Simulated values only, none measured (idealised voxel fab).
process module | voxel gate over fins
Each square cell in cross-section cut measures 5 nm, and the section as a whole is 240 nm wide.
A cross-section is a grid of square cells, given in bands from the top down. A band is one or more rows of cells.
Heads up on the band format: heights come first, top then bottom, in nm. After that it's the materials left to right, each with its width in nm. A single material flagged "full width" fills the whole band edge to edge, and "empty" means there's empty space there.
It should be noted that heights are counted from 0, beneath which the wafer as supplied is of one material throughout, and that the lowest band possesses no lower boundary but continues downward, as written in "0 down".
With a width like "30 to 40", each row of cells in the band differs from the next by the same amount, the top row carrying the first number and the bottom row the second.
What does "no modification" mean for a step? It means no cell of the cross-section changed in that step.
The entry titled "Encapsulated voids" provides the empty spaces that have no open way to the top, restricted to those of 8 cells or more. Each is presented as width x height at distance, the distance being measured from the left edge, with all three in nm.
Where a step's line continues beyond its settings, the continuation is a remark by the simulator itself on that step.
overlay nm: on a step with a mask, how far right of its planned place the mask lay; negative means left.

PLANNED STEP LIST FOR THE PROCESS
- 1: RECEIVE | material Si
- 2: CONFORMAL_DEP | material SiN | thk nm 5
- 3: DIRECTIONAL_DEP | material aC | thk nm 10
- 4: PATTERN | tone cover | mask id FINS | material resist | width nm 15 | pitch nm 35 | thk nm 30 | overlay nm 0
- 5: DIRECTIONAL_ETCH | etch materials aC | depth nm 10
- 6: STRIP | etch materials resist
- 7: DIRECTIONAL_ETCH | etch materials SiN | depth nm 5
- 8: DIRECTIONAL_ETCH | etch materials Si | depth nm 35
- 9: STRIP | etch materials aC
- 10: FILL_DEP | material SiO2 | thk nm 10
- 11: CMP | height nm 5
- 12: SELECTIVE_ETCH | etch materials SiO2 | depth nm 20
- 13: STRIP | etch materials SiN
- 14: CONFORMAL_DEP | material HfO2 | thk nm 5
- 15: CONFORMAL_DEP | material TiN | thk nm 5
- 16: FILL_DEP | material W | thk nm 10
- 17: CMP | height nm 15
- 18: CONFORMAL_DEP | material SiCN | thk nm 5

SO, THE FIRST OF OUR TWO WAFERS, RUN JUST AS WE PLANNED IT

CROSS-SECTION OF THE WAFER AT RECEIPT, WHICH IS THE CONDITION AFTER STEP 1
	0 down  Si full width
	Encapsulated voids: none

CROSS-SECTION THROUGH THE WAFER, STEP 2 FINISHED
	5 to 0  SiN full width
	Everything under 0 stays put, no change at all.

CROSS-SECTION THROUGH THE WAFER, STEP 3 FINISHED
	15 to 5  aC full width
	Everything under 5 stays put, no change at all.

CROSS-SECTION THROUGH THE WAFER, STEP 4 FINISHED
	45 to 15  empty 60 nm  resist 15 nm  empty 20 nm  resist 15 nm  empty 20 nm  resist 15 nm  empty 20 nm  resist 15 nm  empty 60 nm
	Everything under 15 stays put, no change at all.

CROSS-SECTION THROUGH THE WAFER, STEP 5 FINISHED
	35 to 15  empty 60 nm  resist 15 nm  empty 20 nm  resist 15 nm  empty 20 nm  resist 15 nm  empty 20 nm  resist 15 nm  empty 60 nm
	15 to 5  empty 60 nm  aC 15 nm  empty 20 nm  aC 15 nm  empty 20 nm  aC 15 nm  empty 20 nm  aC 15 nm  empty 60 nm
	Everything under 5 stays put, no change at all.

CROSS-SECTION THROUGH THE WAFER, STEP 6 FINISHED
	15 to 5  empty 60 nm  aC 15 nm  empty 20 nm  aC 15 nm  empty 20 nm  aC 15 nm  empty 20 nm  aC 15 nm  empty 60 nm
	Everything under 5 stays put, no change at all.

CROSS-SECTION THROUGH THE WAFER, STEP 7 FINISHED
	15 to 5  empty 60 nm  aC 15 nm  empty 20 nm  aC 15 nm  empty 20 nm  aC 15 nm  empty 20 nm  aC 15 nm  empty 60 nm
	5 to 0  empty 60 nm  SiN 15 nm  empty 20 nm  SiN 15 nm  empty 20 nm  SiN 15 nm  empty 20 nm  SiN 15 nm  empty 60 nm
	Everything under 0 stays put, no change at all.

CROSS-SECTION THROUGH THE WAFER, STEP 8 FINISHED
	15 to 5  empty 60 nm  aC 15 nm  empty 20 nm  aC 15 nm  empty 20 nm  aC 15 nm  empty 20 nm  aC 15 nm  empty 60 nm
	5 to 0  empty 60 nm  SiN 15 nm  empty 20 nm  SiN 15 nm  empty 20 nm  SiN 15 nm  empty 20 nm  SiN 15 nm  empty 60 nm
	0 to -35  empty 60 nm  Si 15 nm  empty 20 nm  Si 15 nm  empty 20 nm  Si 15 nm  empty 20 nm  Si 15 nm  empty 60 nm
	Everything under -35 stays put, no change at all.

CROSS-SECTION THROUGH THE WAFER, STEP 9 FINISHED
	5 to 0  empty 60 nm  SiN 15 nm  empty 20 nm  SiN 15 nm  empty 20 nm  SiN 15 nm  empty 20 nm  SiN 15 nm  empty 60 nm
	Everything under 0 stays put, no change at all.

CROSS-SECTION THROUGH THE WAFER, STEP 10 FINISHED
	15 to 5  SiO2 full width
	5 to 0  SiO2 60 nm  SiN 15 nm  SiO2 20 nm  SiN 15 nm  SiO2 20 nm  SiN 15 nm  SiO2 20 nm  SiN 15 nm  SiO2 60 nm
	0 to -35  SiO2 60 nm  Si 15 nm  SiO2 20 nm  Si 15 nm  SiO2 20 nm  Si 15 nm  SiO2 20 nm  Si 15 nm  SiO2 60 nm
	Everything under -35 stays put, no change at all.

CROSS-SECTION THROUGH THE WAFER, STEP 11 FINISHED
	5 to 0  SiO2 60 nm  SiN 15 nm  SiO2 20 nm  SiN 15 nm  SiO2 20 nm  SiN 15 nm  SiO2 20 nm  SiN 15 nm  SiO2 60 nm
	Everything under 0 stays put, no change at all.

CROSS-SECTION THROUGH THE WAFER, STEP 12 FINISHED
	5 to 0  empty 60 nm  SiN 15 nm  empty 20 nm  SiN 15 nm  empty 20 nm  SiN 15 nm  empty 20 nm  SiN 15 nm  empty 60 nm
	0 to -15  empty 60 nm  Si 15 nm  empty 20 nm  Si 15 nm  empty 20 nm  Si 15 nm  empty 20 nm  Si 15 nm  empty 60 nm
	Everything under -15 stays put, no change at all.

CROSS-SECTION THROUGH THE WAFER, STEP 13 FINISHED
	0 to -15  empty 60 nm  Si 15 nm  empty 20 nm  Si 15 nm  empty 20 nm  Si 15 nm  empty 20 nm  Si 15 nm  empty 60 nm
	Everything under -15 stays put, no change at all.

CROSS-SECTION THROUGH THE WAFER, STEP 14 FINISHED
	5 to 0  empty 55 nm  HfO2 25 nm  empty 10 nm  HfO2 25 nm  empty 10 nm  HfO2 25 nm  empty 10 nm  HfO2 25 nm  empty 55 nm
	0 to -10  empty 55 nm  HfO2 5 nm  Si 15 nm  HfO2 5 nm  empty 10 nm  HfO2 5 nm  Si 15 nm  HfO2 5 nm  empty 10 nm  HfO2 5 nm  Si 15 nm  HfO2 5 nm  empty 10 nm  HfO2 5 nm  Si 15 nm  HfO2 5 nm  empty 55 nm
	-10 to -15  HfO2 60 nm  Si 15 nm  HfO2 20 nm  Si 15 nm  HfO2 20 nm  Si 15 nm  HfO2 20 nm  Si 15 nm  HfO2 60 nm
	Everything under -15 stays put, no change at all.

CROSS-SECTION THROUGH THE WAFER, STEP 15 FINISHED
	10 to 5  empty 50 nm  TiN 140 nm  empty 50 nm
	5 to 0  empty 50 nm  TiN 5 nm  HfO2 25 nm  TiN 10 nm  HfO2 25 nm  TiN 10 nm  HfO2 25 nm  TiN 10 nm  HfO2 25 nm  TiN 5 nm  empty 50 nm
	0 to -5  empty 50 nm  TiN 5 nm  HfO2 5 nm  Si 15 nm  HfO2 5 nm  TiN 10 nm  HfO2 5 nm  Si 15 nm  HfO2 5 nm  TiN 10 nm  HfO2 5 nm  Si 15 nm  HfO2 5 nm  TiN 10 nm  HfO2 5 nm  Si 15 nm  HfO2 5 nm  TiN 5 nm  empty 50 nm
	-5 to -10  TiN 55 nm  HfO2 5 nm  Si 15 nm  HfO2 5 nm  TiN 10 nm  HfO2 5 nm  Si 15 nm  HfO2 5 nm  TiN 10 nm  HfO2 5 nm  Si 15 nm  HfO2 5 nm  TiN 10 nm  HfO2 5 nm  Si 15 nm  HfO2 5 nm  TiN 55 nm
	Everything under -10 stays put, no change at all.

CROSS-SECTION THROUGH THE WAFER, STEP 16 FINISHED
	20 to 10  W full width
	10 to 5  W 50 nm  TiN 140 nm  W 50 nm
	5 to 0  W 50 nm  TiN 5 nm  HfO2 25 nm  TiN 10 nm  HfO2 25 nm  TiN 10 nm  HfO2 25 nm  TiN 10 nm  HfO2 25 nm  TiN 5 nm  W 50 nm
	0 to -5  W 50 nm  TiN 5 nm  HfO2 5 nm  Si 15 nm  HfO2 5 nm  TiN 10 nm  HfO2 5 nm  Si 15 nm  HfO2 5 nm  TiN 10 nm  HfO2 5 nm  Si 15 nm  HfO2 5 nm  TiN 10 nm  HfO2 5 nm  Si 15 nm  HfO2 5 nm  TiN 5 nm  W 50 nm
	Everything under -5 stays put, no change at all.

CROSS-SECTION THROUGH THE WAFER, STEP 17 FINISHED
	15 to 10  W full width
	Everything under 10 stays put, no change at all.

CROSS-SECTION THROUGH THE WAFER, STEP 18 FINISHED
	20 to 15  SiCN full width
	Everything under 15 stays put, no change at all.

SECOND WAFER. START AND PLAN AS FOR THE FIRST. ONE MISTAKE MADE IN RUNNING. AGREES WITH THE FIRST UP TO AND INCLUDING STEP 3

CROSS-SECTION OF THE SECOND WAFER AT THE TIME BY WHICH STEP 4 SHOULD HAVE BEEN COMPLETED ACCORDING TO THE PLAN
	45 to 15  empty 60 nm  resist 20 nm  empty 15 nm  resist 20 nm  empty 15 nm  resist 20 nm  empty 15 nm  resist 20 nm  empty 55 nm
	Everything under 15 stays put, no change at all.

CROSS-SECTION OF THE SECOND WAFER AT THE TIME BY WHICH STEP 5 SHOULD HAVE BEEN COMPLETED ACCORDING TO THE PLAN
	35 to 15  empty 60 nm  resist 20 nm  empty 15 nm  resist 20 nm  empty 15 nm  resist 20 nm  empty 15 nm  resist 20 nm  empty 55 nm
	15 to 5  empty 60 nm  aC 20 nm  empty 15 nm  aC 20 nm  empty 15 nm  aC 20 nm  empty 15 nm  aC 20 nm  empty 55 nm
	Everything under 5 stays put, no change at all.

CROSS-SECTION OF THE SECOND WAFER AT THE TIME BY WHICH STEP 6 SHOULD HAVE BEEN COMPLETED ACCORDING TO THE PLAN
	15 to 5  empty 60 nm  aC 20 nm  empty 15 nm  aC 20 nm  empty 15 nm  aC 20 nm  empty 15 nm  aC 20 nm  empty 55 nm
	Everything under 5 stays put, no change at all.

CROSS-SECTION OF THE SECOND WAFER AT THE TIME BY WHICH STEP 7 SHOULD HAVE BEEN COMPLETED ACCORDING TO THE PLAN
	15 to 5  empty 60 nm  aC 20 nm  empty 15 nm  aC 20 nm  empty 15 nm  aC 20 nm  empty 15 nm  aC 20 nm  empty 55 nm
	5 to 0  empty 60 nm  SiN 20 nm  empty 15 nm  SiN 20 nm  empty 15 nm  SiN 20 nm  empty 15 nm  SiN 20 nm  empty 55 nm
	Everything under 0 stays put, no change at all.

CROSS-SECTION OF THE SECOND WAFER AT THE TIME BY WHICH STEP 8 SHOULD HAVE BEEN COMPLETED ACCORDING TO THE PLAN
	15 to 5  empty 60 nm  aC 20 nm  empty 15 nm  aC 20 nm  empty 15 nm  aC 20 nm  empty 15 nm  aC 20 nm  empty 55 nm
	5 to 0  empty 60 nm  SiN 20 nm  empty 15 nm  SiN 20 nm  empty 15 nm  SiN 20 nm  empty 15 nm  SiN 20 nm  empty 55 nm
	0 to -35  empty 60 nm  Si 20 nm  empty 15 nm  Si 20 nm  empty 15 nm  Si 20 nm  empty 15 nm  Si 20 nm  empty 55 nm
	Everything under -35 stays put, no change at all.

CROSS-SECTION OF THE SECOND WAFER AT THE TIME BY WHICH STEP 9 SHOULD HAVE BEEN COMPLETED ACCORDING TO THE PLAN
	5 to 0  empty 60 nm  SiN 20 nm  empty 15 nm  SiN 20 nm  empty 15 nm  SiN 20 nm  empty 15 nm  SiN 20 nm  empty 55 nm
	Everything under 0 stays put, no change at all.

CROSS-SECTION OF THE SECOND WAFER AT THE TIME BY WHICH STEP 10 SHOULD HAVE BEEN COMPLETED ACCORDING TO THE PLAN
	15 to 5  SiO2 full width
	5 to 0  SiO2 60 nm  SiN 20 nm  SiO2 15 nm  SiN 20 nm  SiO2 15 nm  SiN 20 nm  SiO2 15 nm  SiN 20 nm  SiO2 55 nm
	0 to -35  SiO2 60 nm  Si 20 nm  SiO2 15 nm  Si 20 nm  SiO2 15 nm  Si 20 nm  SiO2 15 nm  Si 20 nm  SiO2 55 nm
	Everything under -35 stays put, no change at all.

CROSS-SECTION OF THE SECOND WAFER AT THE TIME BY WHICH STEP 11 SHOULD HAVE BEEN COMPLETED ACCORDING TO THE PLAN
	5 to 0  SiO2 60 nm  SiN 20 nm  SiO2 15 nm  SiN 20 nm  SiO2 15 nm  SiN 20 nm  SiO2 15 nm  SiN 20 nm  SiO2 55 nm
	Everything under 0 stays put, no change at all.

CROSS-SECTION OF THE SECOND WAFER AT THE TIME BY WHICH STEP 12 SHOULD HAVE BEEN COMPLETED ACCORDING TO THE PLAN
	5 to 0  empty 60 nm  SiN 20 nm  empty 15 nm  SiN 20 nm  empty 15 nm  SiN 20 nm  empty 15 nm  SiN 20 nm  empty 55 nm
	0 to -15  empty 60 nm  Si 20 nm  empty 15 nm  Si 20 nm  empty 15 nm  Si 20 nm  empty 15 nm  Si 20 nm  empty 55 nm
	Everything under -15 stays put, no change at all.

CROSS-SECTION OF THE SECOND WAFER AT THE TIME BY WHICH STEP 13 SHOULD HAVE BEEN COMPLETED ACCORDING TO THE PLAN
	0 to -15  empty 60 nm  Si 20 nm  empty 15 nm  Si 20 nm  empty 15 nm  Si 20 nm  empty 15 nm  Si 20 nm  empty 55 nm
	Everything under -15 stays put, no change at all.

CROSS-SECTION OF THE SECOND WAFER AT THE TIME BY WHICH STEP 14 SHOULD HAVE BEEN COMPLETED ACCORDING TO THE PLAN
	5 to 0  empty 55 nm  HfO2 30 nm  empty 5 nm  HfO2 30 nm  empty 5 nm  HfO2 30 nm  empty 5 nm  HfO2 30 nm  empty 50 nm
	0 to -10  empty 55 nm  HfO2 5 nm  Si 20 nm  HfO2 5 nm  empty 5 nm  HfO2 5 nm  Si 20 nm  HfO2 5 nm  empty 5 nm  HfO2 5 nm  Si 20 nm  HfO2 5 nm  empty 5 nm  HfO2 5 nm  Si 20 nm  HfO2 5 nm  empty 50 nm
	-10 to -15  HfO2 60 nm  Si 20 nm  HfO2 15 nm  Si 20 nm  HfO2 15 nm  Si 20 nm  HfO2 15 nm  Si 20 nm  HfO2 55 nm
	Everything under -15 stays put, no change at all.

CROSS-SECTION OF THE SECOND WAFER AT THE TIME BY WHICH STEP 15 SHOULD HAVE BEEN COMPLETED ACCORDING TO THE PLAN
	10 to 5  empty 50 nm  TiN 145 nm  empty 45 nm
	5 to 0  empty 50 nm  TiN 5 nm  HfO2 30 nm  TiN 5 nm  HfO2 30 nm  TiN 5 nm  HfO2 30 nm  TiN 5 nm  HfO2 30 nm  TiN 5 nm  empty 45 nm
	0 to -5  empty 50 nm  TiN 5 nm  HfO2 5 nm  Si 20 nm  HfO2 5 nm  TiN 5 nm  HfO2 5 nm  Si 20 nm  HfO2 5 nm  TiN 5 nm  HfO2 5 nm  Si 20 nm  HfO2 5 nm  TiN 5 nm  HfO2 5 nm  Si 20 nm  HfO2 5 nm  TiN 5 nm  empty 45 nm
	-5 to -10  TiN 55 nm  HfO2 5 nm  Si 20 nm  HfO2 5 nm  TiN 5 nm  HfO2 5 nm  Si 20 nm  HfO2 5 nm  TiN 5 nm  HfO2 5 nm  Si 20 nm  HfO2 5 nm  TiN 5 nm  HfO2 5 nm  Si 20 nm  HfO2 5 nm  TiN 50 nm
	Everything under -10 stays put, no change at all.

CROSS-SECTION OF THE SECOND WAFER AT THE TIME BY WHICH STEP 16 SHOULD HAVE BEEN COMPLETED ACCORDING TO THE PLAN
	20 to 10  W full width
	10 to 5  W 50 nm  TiN 145 nm  W 45 nm
	5 to 0  W 50 nm  TiN 5 nm  HfO2 30 nm  TiN 5 nm  HfO2 30 nm  TiN 5 nm  HfO2 30 nm  TiN 5 nm  HfO2 30 nm  TiN 5 nm  W 45 nm
	0 to -5  W 50 nm  TiN 5 nm  HfO2 5 nm  Si 20 nm  HfO2 5 nm  TiN 5 nm  HfO2 5 nm  Si 20 nm  HfO2 5 nm  TiN 5 nm  HfO2 5 nm  Si 20 nm  HfO2 5 nm  TiN 5 nm  HfO2 5 nm  Si 20 nm  HfO2 5 nm  TiN 5 nm  W 45 nm
	Everything under -5 stays put, no change at all.

CROSS-SECTION OF THE SECOND WAFER AT THE TIME BY WHICH STEP 17 SHOULD HAVE BEEN COMPLETED ACCORDING TO THE PLAN
	15 to 10  W full width
	Everything under 10 stays put, no change at all.

CROSS-SECTION OF THE SECOND WAFER AT THE TIME BY WHICH STEP 18 SHOULD HAVE BEEN COMPLETED ACCORDING TO THE PLAN
	20 to 15  SiCN full width
	Everything under 15 stays put, no change at all.
Against the plan, the run slipped here: it should be noted that step 4 was executed with settings other than those planned, the operation and settings actually applied being PATTERN | tone cover | mask id FINS | material resist | width nm 20 | pitch nm 35 | thk nm 30 | overlay nm 0
Heads up, by the end the second wafer has more or fewer cells of some materials compared to the first: +28 Si; -16 SiO2; -9 TiN; -3 W
